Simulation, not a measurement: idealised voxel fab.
This section sets out a process module, namely voxel transistor to metal.
Pictured: cross-section cut, 290 nm wide, on a grid of 5 nm square cells.
Cross-section spec: square-cell grid; bands listed top down; each band is one or more rows. Top height, bottom height, nm. Materials left to right, width each, nm. Single material + "everywhere" = fills band edge to edge. "air" = empty. Beneath 0, the wafer as received is one material, and that level is where height counting begins. The lowest band goes on downward without a bottom; it is written like "0..down". Width: "30 to 40" (first number = top row, second number = bottom row, same change from row to row of cells). Basically "no modification" means that step didn't change any cell in the cross-section. Basically, "Non-vented voids" tells you about the enclosed voids: empty spaces with no open way to the top, 8 cells or bigger, each written width x height at distance, where distance is from the left edge, all in nm. Read whatever lies past the settings on a step's line as the simulator's own remark about the step. The setting "overlay nm" may be written on the line of a step. When the step uses a mask, the value reports how far to the right of the planned place the mask lay, and a negative value reports that it lay to the left.

**List of planned process steps**
step 1: RECEIVE with material Si
step 2: CONFORMAL_DEP with material SiO2, thk nm 5
step 3: CONFORMAL_DEP with material SiN, thk nm 10
step 4: MASKED_ETCH with tone cover, mask id ACTIVE, width nm 115, pitch nm 135, etch materials SiN, depth nm 10, overlay nm 0
step 5: MASKED_ETCH with tone cover, mask id ACTIVE, width nm 115, pitch nm 135, etch materials SiO2, depth nm 5, overlay nm 0
step 6: MASKED_ETCH with tone cover, mask id ACTIVE, width nm 115, pitch nm 135, etch materials Si, depth nm 30, overlay nm 0
step 7: FILL_DEP with material SiO2, thk nm 5
step 8: CMP with height nm 15
step 9: SELECTIVE_ETCH with etch materials SiO2, depth nm 5
step 10: STRIP with etch materials SiN
step 11: SELECTIVE_ETCH with etch materials SiO2, depth nm 5
step 12: OXIDIZE with depth nm 5
step 13: DIRECTIONAL_DEP with material polySi, thk nm 30
step 14: DIRECTIONAL_DEP with material SiCN, thk nm 10
step 15: PATTERN with tone cover, mask id GATE, material resist, width nm 35, pitch nm 135, thk nm 20, overlay nm 0
step 16: DIRECTIONAL_ETCH with etch materials SiCN, depth nm 20
step 17: DIRECTIONAL_ETCH with etch materials polySi, depth nm 40
step 18: STRIP with etch materials resist
step 19: CONFORMAL_DEP with material SiO2, thk nm 5
step 20: DIRECTIONAL_ETCH with etch materials SiO2, depth nm 5
step 21: CONFORMAL_DEP with material SiN, thk nm 10
step 22: DIRECTIONAL_ETCH with etch materials SiN, depth nm 10
step 23: DIRECTIONAL_ETCH with etch materials SiO2, depth nm 5
step 24: EPI with material SiGe, thk nm 5
step 25: FILL_DEP with material SiO2, thk nm 10
step 26: CMP with height nm 30
step 27: STRIP with etch materials polySi
step 28: SELECTIVE_ETCH with etch materials SiO2, depth nm 5
step 29: CONFORMAL_DEP with material HfO2, thk nm 5
step 30: CONFORMAL_DEP with material TiN, thk nm 5
step 31: FILL_DEP with material W, thk nm 10
step 32: CMP with height nm 25
step 33: DIRECTIONAL_DEP with material SiO2, thk nm 15
step 34: PATTERN with tone open, mask id CONTACT, material resist, width nm 15, thk nm 15, overlay nm 0
step 35: DIRECTIONAL_ETCH with etch materials SiO2, depth nm 40
step 36: STRIP with etch materials resist
step 37: CONFORMAL_DEP with material TiN, thk nm 5
step 38: FILL_DEP with material Ru, thk nm 5
step 39: CMP with height nm 40
step 40: DIRECTIONAL_DEP with material TiN, thk nm 5
step 41: DIRECTIONAL_DEP with material Ru, thk nm 15
step 42: MASKED_ETCH with tone cover, mask id METAL_1, width nm 15, etch materials Ru, depth nm 15, overlay nm 0
step 43: MASKED_ETCH with tone cover, mask id METAL_1, width nm 15, etch materials TiN, depth nm 5, overlay nm 0
step 44: FILL_DEP with material lowk, thk nm 10
step 45: CMP with height nm 60
step 46: CONFORMAL_DEP with material SiN, thk nm 5

**The cross-section here shows the wafer as received, i.e. in its state after step 1**
	0..down = Si everywhere
	Non-vented voids: none

**Cross-sectional result after module completion. Note: starting condition and plan are unchanged from above; one processing mistake was made**
	65..60 = SiN everywhere
	60..45 = 25 nm lowk / 15 nm Ru / 75 nm lowk / 15 nm Ru / 30 nm lowk / 15 nm Ru / 75 nm lowk / 15 nm Ru / 25 nm lowk
	45..40 = 25 nm lowk / 15 nm TiN / 75 nm lowk / 15 nm TiN / 30 nm lowk / 15 nm TiN / 75 nm lowk / 15 nm TiN / 25 nm lowk
	40..25 = 25 nm SiO2 / 5 nm TiN / 5 nm Ru / 5 nm TiN / 75 nm SiO2 / 5 nm TiN / 5 nm Ru / 5 nm TiN / 30 nm SiO2 / 5 nm TiN / 5 nm Ru / 5 nm TiN / 75 nm SiO2 / 5 nm TiN / 5 nm Ru / 5 nm TiN / 25 nm SiO2
	25..20 = 25 nm SiO2 / 5 nm TiN / 5 nm Ru / 5 nm TiN / 5 nm SiO2 / 10 nm SiN / 5 nm HfO2 / 5 nm TiN / 25 nm W / 5 nm TiN / 5 nm HfO2 / 10 nm SiN / 5 nm SiO2 / 5 nm TiN / 5 nm Ru / 5 nm TiN / 30 nm SiO2 / 5 nm TiN / 5 nm Ru / 5 nm TiN / 5 nm SiO2 / 10 nm SiN / 5 nm HfO2 / 5 nm TiN / 25 nm W / 5 nm TiN / 5 nm HfO2 / 10 nm SiN / 5 nm SiO2 / 5 nm TiN / 5 nm Ru / 5 nm TiN / 25 nm SiO2
	20..15 = 25 nm SiO2 / 15 nm TiN / 5 nm SiO2 / 10 nm SiN / 5 nm HfO2 / 5 nm TiN / 25 nm W / 5 nm TiN / 5 nm HfO2 / 10 nm SiN / 5 nm SiO2 / 15 nm TiN / 30 nm SiO2 / 15 nm TiN / 5 nm SiO2 / 10 nm SiN / 5 nm HfO2 / 5 nm TiN / 25 nm W / 5 nm TiN / 5 nm HfO2 / 10 nm SiN / 5 nm SiO2 / 15 nm TiN / 25 nm SiO2
	15..5 = 45 nm SiO2 / 10 nm SiN / 5 nm HfO2 / 5 nm TiN / 25 nm W / 5 nm TiN / 5 nm HfO2 / 10 nm SiN / 70 nm SiO2 / 10 nm SiN / 5 nm HfO2 / 5 nm TiN / 25 nm W / 5 nm TiN / 5 nm HfO2 / 10 nm SiN / 45 nm SiO2
	5..0 = 20 nm SiO2 / 10 nm SiN / 15 nm SiO2 / 10 nm SiN / 5 nm HfO2 / 35 nm TiN / 5 nm HfO2 / 10 nm SiN / 15 nm SiO2 / 10 nm SiN / 20 nm SiO2 / 10 nm SiN / 15 nm SiO2 / 10 nm SiN / 5 nm HfO2 / 35 nm TiN / 5 nm HfO2 / 10 nm SiN / 15 nm SiO2 / 10 nm SiN / 20 nm SiO2
	0..-5 = 30 nm SiO2 / 15 nm SiGe / 10 nm SiO2 / 45 nm HfO2 / 10 nm SiO2 / 15 nm SiGe / 40 nm SiO2 / 15 nm SiGe / 10 nm SiO2 / 45 nm HfO2 / 10 nm SiO2 / 15 nm SiGe / 30 nm SiO2
	-5..-30 = 20 nm SiO2 / 115 nm Si / 20 nm SiO2 / 115 nm Si / 20 nm SiO2
	-30..down = Si everywhere
	Non-vented voids: none
Run error: the plan had its step 33 run twice
